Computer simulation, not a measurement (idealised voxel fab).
Proc. module: voxel wiring stack
For reference, the cross-section in this document is cut, with width 170 nm and square cells of 5 nm.
Reading order for cross-sections: top band down to bottom band. Underlying form: a grid of square cells. Band size: one or more rows of cells.
Band: top and bottom heights (nm) first, top before bottom; then materials from left to right, widths in nm. "everywhere" marks a sole material filling the band edge to edge. "empty" denotes empty space.
Convention: height 0 is the level below which the wafer, as received, is all one material. The lowest band does not terminate at the bottom but continues downward, represented as "0 down".
You'd read "30->40" like this: the band's top row of cells is as wide as the first number, its bottom row is as wide as the second, and going down, every row changes width by the same amount as the row before did.
When a step is marked "changes: none", none of the cells in the cross-section changed during that step.
The label "Trapped void list" introduces a list of the empty spaces, 8 cells or larger, that have no open way up to the top; each entry in it reads width x height at distance, where the distance is taken from the left edge and all three are stated in nm.
What comes after the settings on a step's line is commentary from the simulator itself on that step.
"overlay nm", when on a step's line for a step with a mask, measures how far to the right of its planned place the mask lay; a negative measure means to the left.
STEPS PLANNED FOR THE PROCESS
| 1 | op RECEIVE | material Si |
| 2 | op CONFORMAL_DEP | material SiO2 | thk nm 10 |
| 3 | op DIRECTIONAL_DEP | material TiN | thk nm 5 |
| 4 | op DIRECTIONAL_DEP | material Ru | thk nm 25 |
| 5 | op DIRECTIONAL_DEP | material aC | thk nm 10 |
| 6 | op PATTERN | tone cover | mask id METAL_1 | material resist | width nm 20 | pitch nm 35 | thk nm 30 | overlay nm 0 |
| 7 | op DIRECTIONAL_ETCH | etch materials aC | depth nm 10 |
| 8 | op STRIP | etch materials resist |
| 9 | op DIRECTIONAL_ETCH | etch materials Ru | depth nm 25 |
| 10 | op DIRECTIONAL_ETCH | etch materials TiN | depth nm 5 |
| 11 | op STRIP | etch materials aC |
| 12 | op CONFORMAL_DEP | material SiN | thk nm 5 |
| 13 | op FILL_DEP | material lowk | thk nm 10 |
| 14 | op CMP | height nm 40 |
| 15 | op CONFORMAL_DEP | material SiCN | thk nm 5 |
| 16 | op DIRECTIONAL_DEP | material lowk | thk nm 25 |
| 17 | op DIRECTIONAL_DEP | material aC | thk nm 15 |
| 18 | op PATTERN | tone open | mask id METAL_2 | material resist | width nm 20 | pitch nm 35 | thk nm 30 | overlay nm 0 |
| 19 | op DIRECTIONAL_ETCH | etch materials aC | depth nm 15 |
| 20 | op STRIP | etch materials resist |
| 21 | op DIRECTIONAL_ETCH | etch materials lowk | depth nm 15 |
| 22 | op STRIP | etch materials aC |
| 23 | op DIRECTIONAL_DEP | material aC | thk nm 10 |
| 24 | op PATTERN | tone open | mask id METAL_2_HOLES | material resist | width nm 15 | pitch nm 35 | thk nm 25 | overlay nm 0 |
| 25 | op DIRECTIONAL_ETCH | etch materials aC | depth nm 10 |
| 26 | op STRIP | etch materials resist |
| 27 | op DIRECTIONAL_ETCH | etch materials lowk | depth nm 10 |
| 28 | op DIRECTIONAL_ETCH | etch materials SiCN | depth nm 5 |
| 29 | op STRIP | etch materials aC |
| 30 | op CONFORMAL_DEP | material TiN | thk nm 5 |
| 31 | op FILL_DEP | material Ru | thk nm 5 |
| 32 | op CMP | height nm 70 |
| 33 | op CONFORMAL_DEP | material SiCN | thk nm 5 |
DELIVERED WAFER IN CROSS-SECTION: STATE AFTER STEP 1
    0 down: Si everywhere
    Trapped void list: none
THE CROSS-SECTION SHOWN CORRESPONDS TO THE WAFER AT THE CONCLUSION OF THE MODULE. THE INITIAL STRUCTURE AND THE PROCESS PLAN ARE THOSE PRESENTED ABOVE; HOWEVER, ONE MISTAKE OCCURRED IN EXECUTING THE PLAN
    75 to 70: SiCN everywhere
    70 to 60: 40 lowk / 5 TiN / 10 Ru / 5 TiN / 15 lowk / 5 TiN / 10 Ru / 5 TiN / 15 lowk / 5 TiN / 10 Ru / 5 TiN / 40 lowk
    60 to 55: 40 lowk / 5 TiN / 5 Ru / 10 TiN / 15 lowk / 5 TiN / 5 Ru / 10 TiN / 15 lowk / 5 TiN / 5 Ru / 10 TiN / 40 lowk
    55 to 45: 40 lowk / 5 TiN / 5 Ru / 5 TiN / 20 lowk / 5 TiN / 5 Ru / 5 TiN / 20 lowk / 5 TiN / 5 Ru / 5 TiN / 45 lowk
    45 to 40: 40 SiCN / 15 TiN / 20 SiCN / 15 TiN / 20 SiCN / 15 TiN / 45 SiCN
    40 to 35: 35 lowk / 30 SiN / 5 lowk / 30 SiN / 5 lowk / 30 SiN / 35 lowk
    35 to 15: 35 lowk / 5 SiN / 20 Ru / 5 SiN / 5 lowk / 5 SiN / 20 Ru / 5 SiN / 5 lowk / 5 SiN / 20 Ru / 5 SiN / 35 lowk
    15 to 10: 40 SiN / 20 TiN / 15 SiN / 20 TiN / 15 SiN / 20 TiN / 40 SiN
    10 to 0: SiO2 everywhere
    0 down: Si everywhere
    Trapped void list: none
Diagnosis: step 4 was processed under conditions differing from the plan, specifically as op DIRECTIONAL_DEP | material Ru | thk nm 20
